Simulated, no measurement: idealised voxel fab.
Herein follows the process module entitled voxel wiring stack.
Displayed cross-section: cut, width of 200 nm, square cells sized 5 nm.
Format of a cross-section: grid, square cells. Given as bands. Order: top down. Band: one or more rows of cells.
This entry defines a band. It first specifies the height of the band's top and the height of its bottom in nm, and then specifies the band's materials from left to right, stating each material with its width in nm. The word "edge to edge" identifies a single material that fills the band from edge to edge, while the word "air" identifies empty space.
All heights in this document are referenced to 0, defined as the level beneath which the wafer, as received, consists entirely of one material. The lowest band is not bounded below; it extends indefinitely downward and is written in the form "z 0 and below".
Think of "30->40" as a width that walks from the first number to the second as you go down the band, top row to bottom row, taking equal-sized steps from row to row.
Key: "no change occurred" - step with no changed cell in the cross-section.
Voids not open to the top, 8 cells minimum: see "Sealed internal cavities". Written width x height at distance; distance is from the left edge; nm.
On each step's line, the part that comes after the settings is the simulator's own comment on the step.
"overlay nm" denotes, for a step that has a mask, the displacement of the mask to the right of its planned place, with negative values corresponding to the left.

The process steps that were planned are listed below:
1 RECEIVE (material Si)
2 CONFORMAL_DEP (material SiO2; thk nm 15)
3 CONFORMAL_DEP (material SiCN; thk nm 5)
4 DIRECTIONAL_DEP (material lowk; thk nm 20)
5 DIRECTIONAL_DEP (material aC; thk nm 10)
6 PATTERN (tone open; mask id METAL_1; material resist; width nm 25; pitch nm 40; thk nm 25; overlay nm 0)
7 DIRECTIONAL_ETCH (etch materials aC; depth nm 10)
8 STRIP (etch materials resist)
9 DIRECTIONAL_ETCH (etch materials lowk; depth nm 20)
10 DIRECTIONAL_ETCH (etch materials SiCN; depth nm 5)
11 STRIP (etch materials aC)
12 CONFORMAL_DEP (material TiN; thk nm 5)
13 FILL_DEP (material Ru; thk nm 10)
14 CMP (height nm 40)
15 CONFORMAL_DEP (material SiCN; thk nm 5)
16 DIRECTIONAL_DEP (material lowk; thk nm 35)
17 DIRECTIONAL_DEP (material aC; thk nm 15)
18 PATTERN (tone open; mask id METAL_2_HOLES; material resist; width nm 15; pitch nm 40; thk nm 30; overlay nm 0)
19 DIRECTIONAL_ETCH (etch materials aC; depth nm 15)
20 STRIP (etch materials resist)
21 DIRECTIONAL_ETCH (etch materials lowk; depth nm 35)
22 STRIP (etch materials aC)
23 DIRECTIONAL_DEP (material aC; thk nm 10)
24 PATTERN (tone open; mask id METAL_2; material resist; width nm 25; pitch nm 40; thk nm 25; overlay nm 0)
25 DIRECTIONAL_ETCH (etch materials aC; depth nm 10)
26 STRIP (etch materials resist)
27 DIRECTIONAL_ETCH (etch materials lowk; depth nm 20)
28 DIRECTIONAL_ETCH (etch materials SiCN; depth nm 5)
29 STRIP (etch materials aC)
30 CONFORMAL_DEP (material TiN; thk nm 5)
31 FILL_DEP (material Cu; thk nm 5)
32 CMP (height nm 80)
33 CONFORMAL_DEP (material SiCN; thk nm 5)
34 DIRECTIONAL_DEP (material lowk; thk nm 10)
35 MASKED_ETCH (tone open; mask id PLUG_2; width nm 15; pitch nm 80; etch materials lowk; depth nm 10; overlay nm 0)
36 MASKED_ETCH (tone open; mask id PLUG_2; width nm 15; pitch nm 80; etch materials SiCN; depth nm 5; overlay nm 0)
37 CONFORMAL_DEP (material TiN; thk nm 5)
38 FILL_DEP (material W; thk nm 10)
39 CMP (height nm 95)
40 DIRECTIONAL_DEP (material TiN; thk nm 5)
41 DIRECTIONAL_DEP (material Ru; thk nm 25)
42 PATTERN (tone cover; mask id METAL_3; material resist; width nm 25; pitch nm 40; thk nm 20; overlay nm 0)
43 DIRECTIONAL_ETCH (etch materials Ru; depth nm 25)
44 DIRECTIONAL_ETCH (etch materials TiN; depth nm 5)
45 STRIP (etch materials resist)
46 FILL_DEP (material lowk; thk nm 10)
47 CMP (height nm 125)
48 CONFORMAL_DEP (material SiCN; thk nm 5)

First of two wafers - as planned:

Delivered wafer in cross-section: state after step 1:
	z 0 and below  Si edge to edge
	Sealed internal cavities: none

Cross-section of the wafer subsequent to step 2:
	z 15 to 0  SiO2 edge to edge
	Below a height of 0, the structure has not been altered.

Cross-section of the wafer subsequent to step 3:
	z 20 to 15  SiCN edge to edge
	Below a height of 15, the structure has not been altered.

Cross-section of the wafer subsequent to step 4:
	z 40 to 20  lowk edge to edge
	Below a height of 20, the structure has not been altered.

Cross-section of the wafer subsequent to step 5:
	z 50 to 40  aC edge to edge
	Below a height of 40, the structure has not been altered.

Cross-section of the wafer subsequent to step 6:
	z 75 to 50  resist=25, then air=25, then resist=15, then air=25, then resist=15, then air=25, then resist=15, then air=25, then resist=30
	Below a height of 50, the structure has not been altered.

Cross-section of the wafer subsequent to step 7:
	z 65 to 50  resist=25, then air=25, then resist=15, then air=25, then resist=15, then air=25, then resist=15, then air=25, then resist=30
	z 50 to 40  aC=25, then air=25, then aC=15, then air=25, then aC=15, then air=25, then aC=15, then air=25, then aC=30
	Below a height of 40, the structure has not been altered.

Cross-section of the wafer subsequent to step 8:
	z 50 to 40  aC=25, then air=25, then aC=15, then air=25, then aC=15, then air=25, then aC=15, then air=25, then aC=30
	Below a height of 40, the structure has not been altered.

Cross-section of the wafer subsequent to step 9:
	z 50 to 40  aC=25, then air=25, then aC=15, then air=25, then aC=15, then air=25, then aC=15, then air=25, then aC=30
	z 40 to 20  lowk=25, then air=25, then lowk=15, then air=25, then lowk=15, then air=25, then lowk=15, then air=25, then lowk=30
	Below a height of 20, the structure has not been altered.

Cross-section of the wafer subsequent to step 10:
	z 50 to 40  aC=25, then air=25, then aC=15, then air=25, then aC=15, then air=25, then aC=15, then air=25, then aC=30
	z 40 to 20  lowk=25, then air=25, then lowk=15, then air=25, then lowk=15, then air=25, then lowk=15, then air=25, then lowk=30
	z 20 to 15  SiCN=25, then air=25, then SiCN=15, then air=25, then SiCN=15, then air=25, then SiCN=15, then air=25, then SiCN=30
	Below a height of 15, the structure has not been altered.

Cross-section of the wafer subsequent to step 11:
	z 40 to 20  lowk=25, then air=25, then lowk=15, then air=25, then lowk=15, then air=25, then lowk=15, then air=25, then lowk=30
	Below a height of 20, the structure has not been altered.

Cross-section of the wafer subsequent to step 12:
	z 45 to 40  TiN=30, then air=15, then TiN=25, then air=15, then TiN=25, then air=15, then TiN=25, then air=15, then TiN=35
	z 40 to 20  lowk=25, then TiN=5, then air=15, then TiN=5, then lowk=15, then TiN=5, then air=15, then TiN=5, then lowk=15, then TiN=5, then air=15, then TiN=5, then lowk=15, then TiN=5, then air=15, then TiN=5, then lowk=30
	z 20 to 15  SiCN=25, then TiN=25, then SiCN=15, then TiN=25, then SiCN=15, then TiN=25, then SiCN=15, then TiN=25, then SiCN=30
	Below a height of 15, the structure has not been altered.

Cross-section of the wafer subsequent to step 13:
	z 55 to 45  Ru edge to edge
	z 45 to 40  TiN=30, then Ru=15, then TiN=25, then Ru=15, then TiN=25, then Ru=15, then TiN=25, then Ru=15, then TiN=35
	z 40 to 20  lowk=25, then TiN=5, then Ru=15, then TiN=5, then lowk=15, then TiN=5, then Ru=15, then TiN=5, then lowk=15, then TiN=5, then Ru=15, then TiN=5, then lowk=15, then TiN=5, then Ru=15, then TiN=5, then lowk=30
	Below a height of 20, the structure has not been altered.

Cross-section of the wafer subsequent to step 14:
	z 40 to 20  lowk=25, then TiN=5, then Ru=15, then TiN=5, then lowk=15, then TiN=5, then Ru=15, then TiN=5, then lowk=15, then TiN=5, then Ru=15, then TiN=5, then lowk=15, then TiN=5, then Ru=15, then TiN=5, then lowk=30
	Below a height of 20, the structure has not been altered.

Cross-section of the wafer subsequent to step 15:
	z 45 to 40  SiCN edge to edge
	Below a height of 40, the structure has not been altered.

Cross-section of the wafer subsequent to step 16:
	z 80 to 45  lowk edge to edge
	Below a height of 45, the structure has not been altered.

Cross-section of the wafer subsequent to step 17:
	z 95 to 80  aC edge to edge
	Below a height of 80, the structure has not been altered.

Cross-section of the wafer subsequent to step 18:
	z 125 to 95  resist=25, then air=15, then resist=25, then air=15, then resist=25, then air=15, then resist=25, then air=15, then resist=40
	Below a height of 95, the structure has not been altered.

Cross-section of the wafer subsequent to step 19:
	z 110 to 95  resist=25, then air=15, then resist=25, then air=15, then resist=25, then air=15, then resist=25, then air=15, then resist=40
	z 95 to 80  aC=25, then air=15, then aC=25, then air=15, then aC=25, then air=15, then aC=25, then air=15, then aC=40
	Below a height of 80, the structure has not been altered.

Cross-section of the wafer subsequent to step 20:
	z 95 to 80  aC=25, then air=15, then aC=25, then air=15, then aC=25, then air=15, then aC=25, then air=15, then aC=40
	Below a height of 80, the structure has not been altered.

Cross-section of the wafer subsequent to step 21:
	z 95 to 80  aC=25, then air=15, then aC=25, then air=15, then aC=25, then air=15, then aC=25, then air=15, then aC=40
	z 80 to 45  lowk=25, then air=15, then lowk=25, then air=15, then lowk=25, then air=15, then lowk=25, then air=15, then lowk=40
	Below a height of 45, the structure has not been altered.

Cross-section of the wafer subsequent to step 22:
	z 80 to 45  lowk=25, then air=15, then lowk=25, then air=15, then lowk=25, then air=15, then lowk=25, then air=15, then lowk=40
	Below a height of 45, the structure has not been altered.

Cross-section of the wafer subsequent to step 23:
	z 90 to 80  aC=25, then air=15, then aC=25, then air=15, then aC=25, then air=15, then aC=25, then air=15, then aC=40
	z 80 to 55  lowk=25, then air=15, then lowk=25, then air=15, then lowk=25, then air=15, then lowk=25, then air=15, then lowk=40
	z 55 to 45  lowk=25, then aC=15, then lowk=25, then aC=15, then lowk=25, then aC=15, then lowk=25, then aC=15, then lowk=40
	Below a height of 45, the structure has not been altered.

Cross-section of the wafer subsequent to step 24:
	z 115 to 90  resist=25, then air=25, then resist=15, then air=25, then resist=15, then air=25, then resist=15, then air=25, then resist=30
	Below a height of 90, the structure has not been altered.

Cross-section of the wafer subsequent to step 25:
	z 105 to 90  resist=25, then air=25, then resist=15, then air=25, then resist=15, then air=25, then resist=15, then air=25, then resist=30
	z 90 to 80  aC=25, then air=25, then aC=15, then air=25, then aC=15, then air=25, then aC=15, then air=25, then aC=30
	z 80 to 45  lowk=25, then air=15, then lowk=25, then air=15, then lowk=25, then air=15, then lowk=25, then air=15, then lowk=40
	Below a height of 45, the structure has not been altered.

Cross-section of the wafer subsequent to step 26:
	z 90 to 80  aC=25, then air=25, then aC=15, then air=25, then aC=15, then air=25, then aC=15, then air=25, then aC=30
	Below a height of 80, the structure has not been altered.

Cross-section of the wafer subsequent to step 27:
	z 90 to 80  aC=25, then air=25, then aC=15, then air=25, then aC=15, then air=25, then aC=15, then air=25, then aC=30
	z 80 to 60  lowk=25, then air=25, then lowk=15, then air=25, then lowk=15, then air=25, then lowk=15, then air=25, then lowk=30
	Below a height of 60, the structure has not been altered.

Cross-section of the wafer subsequent to step 28:
	z 90 to 80  aC=25, then air=25, then aC=15, then air=25, then aC=15, then air=25, then aC=15, then air=25, then aC=30
	z 80 to 60  lowk=25, then air=25, then lowk=15, then air=25, then lowk=15, then air=25, then lowk=15, then air=25, then lowk=30
	z 60 to 45  lowk=25, then air=15, then lowk=25, then air=15, then lowk=25, then air=15, then lowk=25, then air=15, then lowk=40
	z 45 to 40  SiCN=25, then air=15, then SiCN=25, then air=15, then SiCN=25, then air=15, then SiCN=25, then air=15, then SiCN=40
	Below a height of 40, the structure has not been altered.

Cross-section of the wafer subsequent to step 29:
	z 80 to 60  lowk=25, then air=25, then lowk=15, then air=25, then lowk=15, then air=25, then lowk=15, then air=25, then lowk=30
	Below a height of 60, the structure has not been altered.

Cross-section of the wafer subsequent to step 30:
	z 85 to 80  TiN=30, then air=15, then TiN=25, then air=15, then TiN=25, then air=15, then TiN=25, then air=15, then TiN=35
	z 80 to 65  lowk=25, then TiN=5, then air=15, then TiN=5, then lowk=15, then TiN=5, then air=15, then TiN=5, then lowk=15, then TiN=5, then air=15, then TiN=5, then lowk=15, then TiN=5, then air=15, then TiN=5, then lowk=30
	z 65 to 60  lowk=25, then TiN=5, then air=5, then TiN=15, then lowk=15, then TiN=5, then air=5, then TiN=15, then lowk=15, then TiN=5, then air=5, then TiN=15, then lowk=15, then TiN=5, then air=5, then TiN=15, then lowk=30
	z 60 to 45  lowk=25, then TiN=5, then air=5, then TiN=5, then lowk=25, then TiN=5, then air=5, then TiN=5, then lowk=25, then TiN=5, then air=5, then TiN=5, then lowk=25, then TiN=5, then air=5, then TiN=5, then lowk=40
	z 45 to 40  SiCN=25, then TiN=15, then SiCN=25, then TiN=15, then SiCN=25, then TiN=15, then SiCN=25, then TiN=15, then SiCN=40
	Below a height of 40, the structure has not been altered.

Cross-section of the wafer subsequent to step 31:
	z 90 to 85  Cu edge to edge
	z 85 to 80  TiN=30, then Cu=15, then TiN=25, then Cu=15, then TiN=25, then Cu=15, then TiN=25, then Cu=15, then TiN=35
	z 80 to 65  lowk=25, then TiN=5, then Cu=15, then TiN=5, then lowk=15, then TiN=5, then Cu=15, then TiN=5, then lowk=15, then TiN=5, then Cu=15, then TiN=5, then lowk=15, then TiN=5, then Cu=15, then TiN=5, then lowk=30
	z 65 to 60  lowk=25, then TiN=5, then Cu=5, then TiN=15, then lowk=15, then TiN=5, then Cu=5, then TiN=15, then lowk=15, then TiN=5, then Cu=5, then TiN=15, then lowk=15, then TiN=5, then Cu=5, then TiN=15, then lowk=30
	z 60 to 45  lowk=25, then TiN=5, then Cu=5, then TiN=5, then lowk=25, then TiN=5, then Cu=5, then TiN=5, then lowk=25, then TiN=5, then Cu=5, then TiN=5, then lowk=25, then TiN=5, then Cu=5, then TiN=5, then lowk=40
	Below a height of 45, the structure has not been altered.

Cross-section of the wafer subsequent to step 32:
	z 80 to 65  lowk=25, then TiN=5, then Cu=15, then TiN=5, then lowk=15, then TiN=5, then Cu=15, then TiN=5, then lowk=15, then TiN=5, then Cu=15, then TiN=5, then lowk=15, then TiN=5, then Cu=15, then TiN=5, then lowk=30
	Below a height of 65, the structure has not been altered.

Cross-section of the wafer subsequent to step 33:
	z 85 to 80  SiCN edge to edge
	Below a height of 80, the structure has not been altered.

Cross-section of the wafer subsequent to step 34:
	z 95 to 85  lowk edge to edge
	Below a height of 85, the structure has not been altered.

Cross-section of the wafer subsequent to step 35:
	z 95 to 85  lowk=25, then air=15, then lowk=65, then air=15, then lowk=80
	Below a height of 85, the structure has not been altered.

Cross-section of the wafer subsequent to step 36:
	z 95 to 85  lowk=25, then air=15, then lowk=65, then air=15, then lowk=80
	z 85 to 80  SiCN=25, then air=15, then SiCN=65, then air=15, then SiCN=80
	Below a height of 80, the structure has not been altered.

Cross-section of the wafer subsequent to step 37:
	z 100 to 95  TiN=30, then air=5, then TiN=75, then air=5, then TiN=85
	z 95 to 85  lowk=25, then TiN=5, then air=5, then TiN=5, then lowk=65, then TiN=5, then air=5, then TiN=5, then lowk=80
	z 85 to 80  SiCN=25, then TiN=15, then SiCN=65, then TiN=15, then SiCN=80
	Below a height of 80, the structure has not been altered.

Cross-section of the wafer subsequent to step 38:
	z 110 to 100  W edge to edge
	z 100 to 95  TiN=30, then W=5, then TiN=75, then W=5, then TiN=85
	z 95 to 85  lowk=25, then TiN=5, then W=5, then TiN=5, then lowk=65, then TiN=5, then W=5, then TiN=5, then lowk=80
	Below a height of 85, the structure has not been altered.

Cross-section of the wafer subsequent to step 39:
	z 95 to 85  lowk=25, then TiN=5, then W=5, then TiN=5, then lowk=65, then TiN=5, then W=5, then TiN=5, then lowk=80
	Below a height of 85, the structure has not been altered.

Cross-section of the wafer subsequent to step 40:
	z 100 to 95  TiN edge to edge
	Below a height of 95, the structure has not been altered.

Cross-section of the wafer subsequent to step 41:
	z 125 to 100  Ru edge to edge
	Below a height of 100, the structure has not been altered.

Cross-section of the wafer subsequent to step 42:
	z 145 to 125  air=25, then resist=25, then air=15, then resist=25, then air=15, then resist=25, then air=15, then resist=25, then air=30
	Below a height of 125, the structure has not been altered.

Cross-section of the wafer subsequent to step 43:
	z 145 to 125  air=25, then resist=25, then air=15, then resist=25, then air=15, then resist=25, then air=15, then resist=25, then air=30
	z 125 to 100  air=25, then Ru=25, then air=15, then Ru=25, then air=15, then Ru=25, then air=15, then Ru=25, then air=30
	Below a height of 100, the structure has not been altered.

Cross-section of the wafer subsequent to step 44:
	z 145 to 125  air=25, then resist=25, then air=15, then resist=25, then air=15, then resist=25, then air=15, then resist=25, then air=30
	z 125 to 100  air=25, then Ru=25, then air=15, then Ru=25, then air=15, then Ru=25, then air=15, then Ru=25, then air=30
	z 100 to 95  air=25, then TiN=25, then air=15, then TiN=25, then air=15, then TiN=25, then air=15, then TiN=25, then air=30
	Below a height of 95, the structure has not been altered.

Cross-section of the wafer subsequent to step 45:
	z 125 to 100  air=25, then Ru=25, then air=15, then Ru=25, then air=15, then Ru=25, then air=15, then Ru=25, then air=30
	Below a height of 100, the structure has not been altered.

Cross-section of the wafer subsequent to step 46:
	z 135 to 125  lowk edge to edge
	z 125 to 100  lowk=25, then Ru=25, then lowk=15, then Ru=25, then lowk=15, then Ru=25, then lowk=15, then Ru=25, then lowk=30
	z 100 to 95  lowk=25, then TiN=25, then lowk=15, then TiN=25, then lowk=15, then TiN=25, then lowk=15, then TiN=25, then lowk=30
	Below a height of 95, the structure has not been altered.

Cross-section of the wafer subsequent to step 47:
	z 125 to 100  lowk=25, then Ru=25, then lowk=15, then Ru=25, then lowk=15, then Ru=25, then lowk=15, then Ru=25, then lowk=30
	Below a height of 100, the structure has not been altered.

Cross-section of the wafer subsequent to step 48:
	z 130 to 125  SiCN edge to edge
	Below a height of 125, the structure has not been altered.

For the second wafer, take the first wafer's start and plan, then add one mistake made in running it; everything through step 26, that step included, is shared with the first:

X-section, second wafer, when step 27 was due to finish:
	z 90 to 80  aC=25, then air=25, then aC=15, then air=25, then aC=15, then air=25, then aC=15, then air=25, then aC=30
	z 80 to 55  lowk=25, then air=25, then lowk=15, then air=25, then lowk=15, then air=25, then lowk=15, then air=25, then lowk=30
	Below a height of 55, the structure has not been altered.

X-section, second wafer, when step 28 was due to finish:
	z 90 to 80  aC=25, then air=25, then aC=15, then air=25, then aC=15, then air=25, then aC=15, then air=25, then aC=30
	z 80 to 55  lowk=25, then air=25, then lowk=15, then air=25, then lowk=15, then air=25, then lowk=15, then air=25, then lowk=30
	z 55 to 45  lowk=25, then air=15, then lowk=25, then air=15, then lowk=25, then air=15, then lowk=25, then air=15, then lowk=40
	z 45 to 40  SiCN=25, then air=15, then SiCN=25, then air=15, then SiCN=25, then air=15, then SiCN=25, then air=15, then SiCN=40
	Below a height of 40, the structure has not been altered.

X-section, second wafer, when step 29 was due to finish:
	z 80 to 55  lowk=25, then air=25, then lowk=15, then air=25, then lowk=15, then air=25, then lowk=15, then air=25, then lowk=30
	Below a height of 55, the structure has not been altered.

X-section, second wafer, when step 30 was due to finish:
	z 85 to 80  TiN=30, then air=15, then TiN=25, then air=15, then TiN=25, then air=15, then TiN=25, then air=15, then TiN=35
	z 80 to 60  lowk=25, then TiN=5, then air=15, then TiN=5, then lowk=15, then TiN=5, then air=15, then TiN=5, then lowk=15, then TiN=5, then air=15, then TiN=5, then lowk=15, then TiN=5, then air=15, then TiN=5, then lowk=30
	z 60 to 55  lowk=25, then TiN=5, then air=5, then TiN=15, then lowk=15, then TiN=5, then air=5, then TiN=15, then lowk=15, then TiN=5, then air=5, then TiN=15, then lowk=15, then TiN=5, then air=5, then TiN=15, then lowk=30
	z 55 to 45  lowk=25, then TiN=5, then air=5, then TiN=5, then lowk=25, then TiN=5, then air=5, then TiN=5, then lowk=25, then TiN=5, then air=5, then TiN=5, then lowk=25, then TiN=5, then air=5, then TiN=5, then lowk=40
	z 45 to 40  SiCN=25, then TiN=15, then SiCN=25, then TiN=15, then SiCN=25, then TiN=15, then SiCN=25, then TiN=15, then SiCN=40
	Below a height of 40, the structure has not been altered.

X-section, second wafer, when step 31 was due to finish:
	z 90 to 85  Cu edge to edge
	z 85 to 80  TiN=30, then Cu=15, then TiN=25, then Cu=15, then TiN=25, then Cu=15, then TiN=25, then Cu=15, then TiN=35
	z 80 to 60  lowk=25, then TiN=5, then Cu=15, then TiN=5, then lowk=15, then TiN=5, then Cu=15, then TiN=5, then lowk=15, then TiN=5, then Cu=15, then TiN=5, then lowk=15, then TiN=5, then Cu=15, then TiN=5, then lowk=30
	z 60 to 55  lowk=25, then TiN=5, then Cu=5, then TiN=15, then lowk=15, then TiN=5, then Cu=5, then TiN=15, then lowk=15, then TiN=5, then Cu=5, then TiN=15, then lowk=15, then TiN=5, then Cu=5, then TiN=15, then lowk=30
	z 55 to 45  lowk=25, then TiN=5, then Cu=5, then TiN=5, then lowk=25, then TiN=5, then Cu=5, then TiN=5, then lowk=25, then TiN=5, then Cu=5, then TiN=5, then lowk=25, then TiN=5, then Cu=5, then TiN=5, then lowk=40
	Below a height of 45, the structure has not been altered.

X-section, second wafer, when step 32 was due to finish:
	z 80 to 60  lowk=25, then TiN=5, then Cu=15, then TiN=5, then lowk=15, then TiN=5, then Cu=15, then TiN=5, then lowk=15, then TiN=5, then Cu=15, then TiN=5, then lowk=15, then TiN=5, then Cu=15, then TiN=5, then lowk=30
	Below a height of 60, the structure has not been altered.

X-section, second wafer, when step 33 was due to finish:
	z 85 to 80  SiCN edge to edge
	Below a height of 80, the structure has not been altered.

X-section, second wafer, when step 34 was due to finish:
	z 95 to 85  lowk edge to edge
	Below a height of 85, the structure has not been altered.

X-section, second wafer, when step 35 was due to finish:
	z 95 to 85  lowk=25, then air=15, then lowk=65, then air=15, then lowk=80
	Below a height of 85, the structure has not been altered.

X-section, second wafer, when step 36 was due to finish:
	z 95 to 85  lowk=25, then air=15, then lowk=65, then air=15, then lowk=80
	z 85 to 80  SiCN=25, then air=15, then SiCN=65, then air=15, then SiCN=80
	Below a height of 80, the structure has not been altered.

X-section, second wafer, when step 37 was due to finish:
	z 100 to 95  TiN=30, then air=5, then TiN=75, then air=5, then TiN=85
	z 95 to 85  lowk=25, then TiN=5, then air=5, then TiN=5, then lowk=65, then TiN=5, then air=5, then TiN=5, then lowk=80
	z 85 to 80  SiCN=25, then TiN=15, then SiCN=65, then TiN=15, then SiCN=80
	Below a height of 80, the structure has not been altered.

X-section, second wafer, when step 38 was due to finish:
	z 110 to 100  W edge to edge
	z 100 to 95  TiN=30, then W=5, then TiN=75, then W=5, then TiN=85
	z 95 to 85  lowk=25, then TiN=5, then W=5, then TiN=5, then lowk=65, then TiN=5, then W=5, then TiN=5, then lowk=80
	Below a height of 85, the structure has not been altered.

X-section, second wafer, when step 39 was due to finish:
	z 95 to 85  lowk=25, then TiN=5, then W=5, then TiN=5, then lowk=65, then TiN=5, then W=5, then TiN=5, then lowk=80
	Below a height of 85, the structure has not been altered.

X-section, second wafer, when step 40 was due to finish:
	z 100 to 95  TiN edge to edge
	Below a height of 95, the structure has not been altered.

X-section, second wafer, when step 41 was due to finish:
	z 125 to 100  Ru edge to edge
	Below a height of 100, the structure has not been altered.

X-section, second wafer, when step 42 was due to finish:
	z 145 to 125  air=25, then resist=25, then air=15, then resist=25, then air=15, then resist=25, then air=15, then resist=25, then air=30
	Below a height of 125, the structure has not been altered.

X-section, second wafer, when step 43 was due to finish:
	z 145 to 125  air=25, then resist=25, then air=15, then resist=25, then air=15, then resist=25, then air=15, then resist=25, then air=30
	z 125 to 100  air=25, then Ru=25, then air=15, then Ru=25, then air=15, then Ru=25, then air=15, then Ru=25, then air=30
	Below a height of 100, the structure has not been altered.

X-section, second wafer, when step 44 was due to finish:
	z 145 to 125  air=25, then resist=25, then air=15, then resist=25, then air=15, then resist=25, then air=15, then resist=25, then air=30
	z 125 to 100  air=25, then Ru=25, then air=15, then Ru=25, then air=15, then Ru=25, then air=15, then Ru=25, then air=30
	z 100 to 95  air=25, then TiN=25, then air=15, then TiN=25, then air=15, then TiN=25, then air=15, then TiN=25, then air=30
	Below a height of 95, the structure has not been altered.

X-section, second wafer, when step 45 was due to finish:
	z 125 to 100  air=25, then Ru=25, then air=15, then Ru=25, then air=15, then Ru=25, then air=15, then Ru=25, then air=30
	Below a height of 100, the structure has not been altered.

X-section, second wafer, when step 46 was due to finish:
	z 135 to 125  lowk edge to edge
	z 125 to 100  lowk=25, then Ru=25, then lowk=15, then Ru=25, then lowk=15, then Ru=25, then lowk=15, then Ru=25, then lowk=30
	z 100 to 95  lowk=25, then TiN=25, then lowk=15, then TiN=25, then lowk=15, then TiN=25, then lowk=15, then TiN=25, then lowk=30
	Below a height of 95, the structure has not been altered.

X-section, second wafer, when step 47 was due to finish:
	z 125 to 100  lowk=25, then Ru=25, then lowk=15, then Ru=25, then lowk=15, then Ru=25, then lowk=15, then Ru=25, then lowk=30
	Below a height of 100, the structure has not been altered.

X-section, second wafer, when step 48 was due to finish:
	z 130 to 125  SiCN edge to edge
	Below a height of 125, the structure has not been altered.
Which mistake was made when the wafer was run? step 27 ran with different settings than intended, the actual operation and settings being DIRECTIONAL_ETCH (etch materials lowk; depth nm 25)
Wrapping up, a cell-based count of both wafers puts the second over or under the first for these materials: Cu: 8 more | lowk: 8 fewer
